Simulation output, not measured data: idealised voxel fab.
Process module, titled voxel lift off
The width of the displayed cross-section, cut, is 140 nm; its cells are square, with a size of 5 nm.
Cross-section layout: square cells on a grid; listed as bands, top to bottom; a band spans one or more cell rows.
Within each band entry, the heights of the top and of the bottom of the band appear first, in that order and in nm; the materials of the band then follow from left to right, each with its corresponding width in nm. The designation "all across" on a single material indicates that it fills the band from edge to edge; the designation "empty" indicates empty space.
The reference from which all heights are counted is 0, the level beneath which the as-received wafer is entirely one material; the lowest band, having no lower bound, proceeds downward and is written after the example "top 0, no bottom".
Think of "30 to 40" as a width that walks from the first number to the second as you go down the band, top row to bottom row, taking equal-sized steps from row to row.
Step marked "nothing got changed"? Then no cell in the cross-section changed in it.
The list in "Enclosed void listing" covers empty spaces of 8 cells or more that cannot reach the top through any open way, and it gives each as width x height at distance; the distance is from the left edge, and width, height and distance are in nm.
On a step's line, text after the settings is the simulator commenting on that step.
overlay nm: for a step with a mask, the amount by which the mask lay right of where it was planned; a negative amount means left of it.
Process steps (planned)
1) RECEIVE (material Si)
2) CONFORMAL_DEP (material Al2O3; thk nm 10)
3) PATTERN (tone open; mask id LINES; material resist; width nm 20; pitch nm 35; thk nm 25; overlay nm 0)
4) DIRECTIONAL_DEP (material Ru; thk nm 10)
5) STRIP (etch materials resist)
6) CONFORMAL_DEP (material SiCN; thk nm 10)
Cross-section of the wafer as it came to us, i.e., already through step 1
* top 0, no bottom  Si all across
* Enclosed void listing: none
Starting wafer: above. Plan: above. Run: one mistake. Cross-section after the module: below
* top 30, bottom 20  30 nm empty | 75 nm Al2O3 | 35 nm empty
* top 20, bottom 10  40 nm Al2O3 | 20 nm Ru | 15 nm Al2O3 | 20 nm Ru | 45 nm Al2O3
* top 10, bottom 0  Al2O3 all across
* top 0, no bottom  Si all across
* Enclosed void listing: none
Misprocessing identified: step 6 deviated from plan and actually ran as CONFORMAL_DEP (material Al2O3; thk nm 10)
